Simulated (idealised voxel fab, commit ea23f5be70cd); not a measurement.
The following is a process module called voxel transistor to metal.
The figure presents cross-section cut, which has a width of 260 nm and is divided into square cells with an edge length of 5 nm.
We lay out every cross-section as a grid of square cells and spell it out in bands from the top down, where one band means one or more rows of cells.
What a band's entry tells you: where the top is and where the bottom is, as heights in nm, and after that what lies inside, material by material from left to right, each with its width in nm. Empty space is written as the word "air", and a single material marked with the word "all across" occupies the band from edge to edge.
Basically, 0 is our baseline, since under it the wafer straight out of the box is all one material. The bottom band has no lower end and keeps on going down, so it looks like "z 0 and below".
The notation "30..40" denotes a width that varies across the rows of cells in the band, beginning at the first number in the top row, finishing at the second number in the bottom row, and changing by an identical amount from each row to the next.
For the purposes of this document, the phrase "nothing different" attached to a step denotes that no cell within the cross-section was modified by that step.
In "Sealed internal cavities" the enclosed voids are listed, meaning empty spaces of 8 cells or larger without any opening to the top. The form is width x height at distance, distance from the left edge, units nm.
Where a step's line continues beyond its settings, the continuation is a remark by the simulator itself on that step.
You can add "overlay nm" to a step's line. For a step with a mask, it describes how far the mask lay to the right of its planned position, and a negative number describes a lay to the left.
# The process steps that were planned are listed below
- 1: RECEIVE [material Si]
- 2: CONFORMAL_DEP [material SiO2] [thk nm 5]
- 3: CONFORMAL_DEP [material SiN] [thk nm 15]
- 4: DIRECTIONAL_DEP [material aC] [thk nm 15]
- 5: PATTERN [tone cover] [mask id ACTIVE] [material resist] [width nm 105] [pitch nm 125] [thk nm 35] [overlay nm 0]
- 6: DIRECTIONAL_ETCH [etch materials aC] [depth nm 15]
- 7: STRIP [etch materials resist]
- 8: DIRECTIONAL_ETCH [etch materials SiN] [depth nm 15]
- 9: DIRECTIONAL_ETCH [etch materials SiO2] [depth nm 5]
- 10: DIRECTIONAL_ETCH [etch materials Si] [depth nm 30]
- 11: STRIP [etch materials aC]
- 12: FILL_DEP [material SiO2] [thk nm 10]
- 13: CMP [height nm 20]
- 14: SELECTIVE_ETCH [etch materials SiO2] [depth nm 5]
- 15: STRIP [etch materials SiN]
- 16: SELECTIVE_ETCH [etch materials SiO2] [depth nm 5]
- 17: OXIDIZE [depth nm 5]
- 18: DIRECTIONAL_DEP [material polySi] [thk nm 25]
- 19: DIRECTIONAL_DEP [material SiCN] [thk nm 10]
- 20: MASKED_ETCH [tone cover] [mask id GATE] [width nm 15] [pitch nm 125] [etch materials SiCN] [depth nm 20] [overlay nm 0]
- 21: MASKED_ETCH [tone cover] [mask id GATE] [width nm 15] [pitch nm 125] [etch materials polySi] [depth nm 35] [overlay nm 0]
- 22: CONFORMAL_DEP [material SiN] [thk nm 5]
- 23: DIRECTIONAL_ETCH [etch materials SiN] [depth nm 5]
- 24: DIRECTIONAL_ETCH [etch materials SiO2] [depth nm 5]
- 25: EPI [material nSi] [thk nm 5]
- 26: FILL_DEP [material SiO2] [thk nm 10]
- 27: CMP [height nm 35]
- 28: DIRECTIONAL_DEP [material SiO2] [thk nm 10]
- 29: DIRECTIONAL_DEP [material aC] [thk nm 10]
- 30: PATTERN [tone open] [mask id CONTACT] [material resist] [width nm 20] [thk nm 25] [overlay nm 0]
- 31: DIRECTIONAL_ETCH [etch materials aC] [depth nm 10]
- 32: STRIP [etch materials resist]
- 33: DIRECTIONAL_ETCH [etch materials SiO2] [depth nm 45]
- 34: STRIP [etch materials aC]
- 35: CONFORMAL_DEP [material TiN] [thk nm 5]
- 36: FILL_DEP [material W] [thk nm 10]
- 37: CMP [height nm 45]
- 38: DIRECTIONAL_DEP [material TiN] [thk nm 5]
- 39: DIRECTIONAL_DEP [material W] [thk nm 20]
- 40: MASKED_ETCH [tone cover] [mask id METAL_1] [width nm 20] [etch materials W] [depth nm 20] [overlay nm 0]
- 41: MASKED_ETCH [tone cover] [mask id METAL_1] [width nm 20] [etch materials TiN] [depth nm 5] [overlay nm 0]
- 42: FILL_DEP [material lowk] [thk nm 5]
- 43: CMP [height nm 70]
- 44: CONFORMAL_DEP [material SiCN] [thk nm 5]
- 45: DIRECTIONAL_DEP [material SiO2] [thk nm 25]
- 46: PATTERN [tone open] [mask id METAL_2] [material resist] [width nm 20] [pitch nm 125] [thk nm 15] [overlay nm 0]
- 47: DIRECTIONAL_ETCH [etch materials SiO2] [depth nm 15]
- 48: STRIP [etch materials resist]
- 49: PATTERN [tone open] [mask id METAL_2_HOLES] [material resist] [width nm 15] [pitch nm 125] [thk nm 20] [overlay nm 0]
- 50: DIRECTIONAL_ETCH [etch materials SiO2] [depth nm 10]
- 51: DIRECTIONAL_ETCH [etch materials SiCN] [depth nm 5]
- 52: STRIP [etch materials resist]
- 53: CONFORMAL_DEP [material TiN] [thk nm 5]
- 54: FILL_DEP [material Ru] [thk nm 10]
- 55: CMP [height nm 100]
- 56: CONFORMAL_DEP [material SiN] [thk nm 5]
# Incoming wafer in cross-section (state: after step 1)
* z 0 and below  Si all across
* Sealed internal cavities: none
# One mistake in running the module, otherwise start and plan as above: cross-section at the end
* z 105 to 100  SiN all across
* z 100 to 90  SiO2=20  TiN=5..10  Ru=10..5  TiN=5  SiO2=105  TiN=5..10  Ru=10..5  TiN=5  SiO2=95
* z 90 to 85  SiO2=25  TiN=15  SiO2=110  TiN=15  SiO2=95
* z 85 to 75  SiO2=25  TiN=10  SiO2=115  TiN=10  SiO2=100
* z 75 to 70  SiCN=25  TiN=10  SiCN=115  TiN=10  SiCN=100
* z 70 to 50  lowk=20  W=20  lowk=55  W=20  lowk=30  W=20  lowk=55  W=20  lowk=20
* z 50 to 45  lowk=20  TiN=20  lowk=55  TiN=20  lowk=30  TiN=20  lowk=55  TiN=20  lowk=20
* z 45 to 35  SiO2=20  TiN=5  W=10  TiN=5  SiO2=55  TiN=5  W=10  TiN=5  SiO2=30  TiN=5  W=10  TiN=5  SiO2=55  TiN=5  W=10  TiN=5  SiO2=20
* z 35 to 25  SiO2=20  TiN=5  W=10  TiN=5  SiO2=15  SiN=5  SiCN=15  SiN=5  SiO2=15  TiN=5  W=10  TiN=5  SiO2=30  TiN=5  W=10  TiN=5  SiO2=15  SiN=5  SiCN=15  SiN=5  SiO2=15  TiN=5  W=10  TiN=5  SiO2=20
* z 25 to 10  SiO2=20  TiN=5  W=10  TiN=5  SiO2=15  SiN=5  polySi=15  SiN=5  SiO2=15  TiN=5  W=10  TiN=5  SiO2=30  TiN=5  W=10  TiN=5  SiO2=15  SiN=5  polySi=15  SiN=5  SiO2=15  TiN=5  W=10  TiN=5  SiO2=20
* z 10 to 5  SiO2=10  SiN=5  SiO2=5  TiN=5  W=10  TiN=5  SiO2=15  SiN=5  polySi=15  SiN=5  SiO2=15  TiN=5  W=10  TiN=5  SiO2=5  SiN=5  SiO2=10  SiN=5  SiO2=5  TiN=5  W=10  TiN=5  SiO2=15  SiN=5  polySi=15  SiN=5  SiO2=15  TiN=5  W=10  TiN=5  SiO2=5  SiN=5  SiO2=10
* z 5 to 0  SiO2=10  SiN=5  SiO2=5  TiN=20  SiO2=15  SiN=5  polySi=15  SiN=5  SiO2=15  TiN=20  SiO2=5  SiN=5  SiO2=10  SiN=5  SiO2=5  TiN=20  SiO2=15  SiN=5  polySi=15  SiN=5  SiO2=15  TiN=20  SiO2=5  SiN=5  SiO2=10
* z 0 to -5  SiO2=15  nSi=40  SiO2=25  nSi=40  SiO2=20  nSi=40  SiO2=25  nSi=40  SiO2=15
* z -5 to -30  SiO2=15  Si=105  SiO2=20  Si=105  SiO2=15
* z -30 and below  Si all across
* Sealed internal cavities: none
Against the plan, the run slipped here: off-plan run, step 46, actual operation and settings PATTERN [tone open] [mask id METAL_2] [material resist] [width nm 15] [pitch nm 125] [thk nm 15] [overlay nm 0]
